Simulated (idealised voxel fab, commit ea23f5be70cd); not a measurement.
process module | voxel fin reveal
cross-section cut | 215 nm wide | cells 5 nm
A cross-section is a grid of square cells, given in bands from the top down. A band is one or more rows of cells.
Each band's line starts with the height of the band's top and of its bottom, in nm. Then come its materials from left to right, each with its width in nm. One material with "throughout" fills the band from edge to edge. "air" is empty space.
Height 0 is the level under which the wafer as received is all one material. The lowest band goes on downwards, as in "0 down".
A width such as "30 to 40" changes by the same amount from each row of cells to the next, from the band's top row to its bottom row.
"no change" after a step means that no cell of the cross-section changed.
closed voids: empty space of 8 cells or more with no open way to the top, each as width x height at its distance from the left edge, in nm
after a step's settings: what the simulator itself notes on the step
overlay nm, on a step with a mask: how far to the right of its planned place the mask lay; to the left if negative
plan
1 op RECEIVE | material Si
2 op CONFORMAL_DEP | material SiN | thk nm 10
3 op MASKED_ETCH | tone cover | mask id FINS | width nm 15 | pitch nm 45 | etch materials SiN | depth nm 10 | overlay nm 0
4 op MASKED_ETCH | tone cover | mask id FINS | width nm 15 | pitch nm 45 | etch materials Si | depth nm 30 | overlay nm 0
5 op OXIDIZE | depth nm 5
6 op FILL_DEP | material SiO2 | thk nm 15
7 op CMP | height nm 10
8 op SELECTIVE_ETCH | etch materials SiO2 | depth nm 20
9 op STRIP | etch materials SiN
as received, after step 1
  0 down: Si throughout
  closed voids: none
first wafer at the end, as planned
  0 to -10: air 80 | Si 5 | air 40 | Si 5 | air 85
  -10 to -35: SiO2 80 | Si 5 | SiO2 40 | Si 5 | SiO2 85
  -35 down: Si throughout
  closed voids: none
second wafer at the end: like start, like plan, one mistake
  0 to -10: air 80 | Si 5 | air 40 | Si 5 | air 85
  -10 to -25: SiO2 80 | Si 5 | SiO2 40 | Si 5 | SiO2 85
  -25 down: Si throughout
  closed voids: none
what went wrong: step 4 ran as: op MASKED_ETCH | tone cover | mask id FINS | width nm 15 | pitch nm 45 | etch materials Si | depth nm 20 | overlay nm 0
at the end the second wafer has, in cells: 82 more of Si | 82 fewer of SiO2
